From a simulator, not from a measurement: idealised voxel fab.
voxel spacer lines: a process module
cross-section cut | 240 nm wide | cells 5 nm
A cross-section is written here as square cells arranged in a grid, and it is given in bands from the top down, each band taking up one or more rows of cells. This entry defines a band. It first specifies the height of the band's top and the height of its bottom in nm, and then specifies the band's materials from left to right, stating each material with its width in nm. The word "all across" identifies a single material that fills the band from edge to edge, while the word "blank" identifies empty space. Heights are reckoned from 0. Under this level, the received wafer is all of one material. The bottommost band is open-ended downward, for example "0 -> down". It should be noted that a width expressed as "30 to 40" varies in equal increments from row to row of cells within the band, taking the value of the first number at the top row and that of the second number at the bottom row. No cell of the cross-section changed in a step that is given as "nothing was modified". In the "Closed internal cavities" entry, you get each enclosed empty space of 8 cells or more, one with no open way to the top, written width x height at distance, distance from the left edge, in nm. Where a step's line continues beyond its settings, the continuation is a remark by the simulator itself on that step. overlay nm, on a step with a mask: how far to the right of its planned place the mask lay; to the left if negative.

List of planned process steps
1: RECEIVE, material Si
2: CONFORMAL_DEP, material Al2O3, thk nm 10
3: DIRECTIONAL_DEP, material polySi, thk nm 20
4: DIRECTIONAL_DEP, material aC, thk nm 30
5: PATTERN, tone cover, mask id MANDREL, material resist, width nm 20, pitch nm 60, thk nm 40, overlay nm 0
6: DIRECTIONAL_ETCH, etch materials aC, depth nm 30
7: STRIP, etch materials resist
8: CONFORMAL_DEP, material SiO2, thk nm 10
9: DIRECTIONAL_ETCH, etch materials SiO2, depth nm 10
10: STRIP, etch materials aC
11: DIRECTIONAL_ETCH, etch materials polySi, depth nm 20
12: STRIP, etch materials SiO2

So this is the incoming wafer in cross-section - it's already been through step 1
	0 -> down  Si all across
	Closed internal cavities: none

Wafer cross-section at module end: first of two, run to plan
	30 -> 10  blank=40 | polySi=10 | blank=20 | polySi=10 | blank=20 | polySi=10 | blank=20 | polySi=10 | blank=20 | polySi=10 | blank=20 | polySi=10 | blank=40
	10 -> 0  Al2O3 all across
	0 -> down  Si all across
	Closed internal cavities: none

Second of two wafers, module complete, sectioned: it shares the first wafer's start and plan but was run with one mistake
	20 -> 0  blank=40 | polySi=10 | blank=20 | polySi=10 | blank=20 | polySi=10 | blank=20 | polySi=10 | blank=20 | polySi=10 | blank=20 | polySi=10 | blank=40
	0 -> down  Si all across
	Closed internal cavities: none
The mistake made against the process plan was this: the plan's step 2 went unexecuted, having been skipped
End check, counted in cells, second wafer has more or fewer of these materials than the first: -96 Al2O3
